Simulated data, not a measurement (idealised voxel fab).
Process module in this document: voxel lift off
This is section cut - it's 300 nm across, gridded in 5 nm square cells.
If you're reading a cross-section in this doc, picture square cells in a grid; it comes to you as bands, top ones listed first down to the bottom, and a band can be one or more rows of cells.
Look at the band entry: it leads with the top's height and the bottom's height in nm. Then it lists the materials left to right, with a width in nm for each. The word "everywhere" on a single material says that material fills the band edge to edge. The word "blank" is empty space.
Ref level 0: as-received wafer is one material below here. Bottom band extends down with no lower bound ("top 0, no bottom").
A width such as "30..40" changes by the same amount from each row of cells to the next, from the band's top row to its bottom row.
"all unchanged" after a step means that no cell of the cross-section changed.
Entry "Cavities, closed". Content: empty spaces with no open connection to the top, size 8 cells or greater. Each: width x height at distance. Distance: from left edge. Unit: nm.
Formally, on a step line, whatever follows the settings is a remark that the simulator itself makes on the step.
overlay nm: for a step with a mask, the amount by which the mask lay right of where it was planned; a negative amount means left of it.

# The steps planned for the process are as follows
step 1: RECEIVE, material Si
step 2: CONFORMAL_DEP, material Al2O3, thk nm 10
step 3: PATTERN, tone open, mask id LINES, material resist, width nm 20, pitch nm 35, thk nm 30, overlay nm 0
step 4: DIRECTIONAL_DEP, material Ru, thk nm 15
step 5: STRIP, etch materials resist
step 6: CONFORMAL_DEP, material SiCN, thk nm 10

# As-received wafer cross-section (after step 1)
  top 0, no bottom  Si everywhere
  Cavities, closed: none

# Sectioned view, first of two wafers, at the close of the module, processed as intended in the plan
  top 35, bottom 25  110 of blank / 75 of SiCN / 115 of blank
  top 25, bottom 20  110 of blank / 10 of SiCN / 20 of Ru / 15 of SiCN / 20 of Ru / 10 of SiCN / 115 of blank
  top 20, bottom 10  120 of SiCN / 20 of Ru / 15 of SiCN / 20 of Ru / 125 of SiCN
  top 10, bottom 0  Al2O3 everywhere
  top 0, no bottom  Si everywhere
  Cavities, closed: none

# Cross-section, wafer two of two, end of module: same start and plan as wafer one, one error in execution
  top 35, bottom 25  120 of blank / 75 of SiCN / 105 of blank
  top 25, bottom 20  120 of blank / 10 of SiCN / 20 of Ru / 15 of SiCN / 20 of Ru / 10 of SiCN / 105 of blank
  top 20, bottom 10  130 of SiCN / 20 of Ru / 15 of SiCN / 20 of Ru / 115 of SiCN
  top 10, bottom 0  Al2O3 everywhere
  top 0, no bottom  Si everywhere
  Cavities, closed: none
Short version of what went wrong: note that step 3 departed from the planned setting and was carried out as PATTERN, tone open, mask id LINES, material resist, width nm 20, pitch nm 35, thk nm 30, overlay nm 10
If you tally the cells, the second wafer ends up with the same amount of every material as the first; it's all just sitting in different places.
